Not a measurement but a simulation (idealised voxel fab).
Process module in this document: voxel lift off
The width of the displayed cross-section, cut, is 295 nm; its cells are square, with a size of 5 nm.
When this document writes out a cross-section, it uses a grid of square cells and lists it as bands, beginning at the top and moving down, with a band standing for one or more rows of cells.
It is stipulated that each band's entry specify, in nanometres, the height of the top of the band and then that of its bottom, followed by the materials of the band in left-to-right sequence, each together with its width in nanometres. A single material marked by the word "all across" is understood to fill the band from edge to edge; the word "blank" is understood to denote empty space.
The level at which height equals 0 is the one under which the wafer, as it arrives, is entirely one material. No lower edge exists for the bottom band, which continues downward and is notated as in "from 0 down".
Width: "30->40" (first number = top row, second number = bottom row, same change from row to row of cells).
Any step labelled "no change" changed none of the cells in the cross-section.
Tabulated closed voids: empty space of 8 cells or more with no open way to the top, each as width x height at its distance from the left edge, in nm
Note: text after step settings on the step line = simulator remark on that step.
overlay nm, on a step with a mask: how far to the right of its planned place the mask lay; to the left if negative
### Below is the list of planned process steps
1 RECEIVE (material Si)
2 CONFORMAL_DEP (material SiN; thk nm 10)
3 PATTERN (tone open; mask id LINES; material resist; width nm 20; pitch nm 40; thk nm 25; overlay nm 0)
4 DIRECTIONAL_DEP (material Ru; thk nm 15)
5 STRIP (etch materials resist)
6 CONFORMAL_DEP (material SiN; thk nm 10)
### As-received state of the wafer in cross-section, equivalent to post-step 1
	from 0 down | Si all across
	Tabulated closed voids: none
### The first of two wafers, cross-sectioned at the end of the module, with the run proceeding as planned
	from 35 to 25 | blank: 105  SiN: 80  blank: 110
	from 25 to 20 | blank: 105  SiN: 10  Ru: 20  SiN: 20  Ru: 20  SiN: 10  blank: 110
	from 20 to 10 | SiN: 115  Ru: 20  SiN: 20  Ru: 20  SiN: 120
	from 10 to 0 | SiN all across
	from 0 down | Si all across
	Tabulated closed voids: none
### This is the second of the two wafers, cross-sectioned at the end of the module; it started exactly like the first and was given the same plan, but it was run with one mistake
	from 35 to 20 | blank: 105  Ru: 80  blank: 110
	from 20 to 10 | Ru all across
	from 10 to 0 | SiN all across
	from 0 down | Si all across
	Tabulated closed voids: none
The plan and the run diverged here: step 6, actual vs plan mismatch, actual run CONFORMAL_DEP (material Ru; thk nm 10)
Looking at both finished wafers in cells, the second ends up ahead of or behind the first on some materials: +142 Ru, -142 SiN
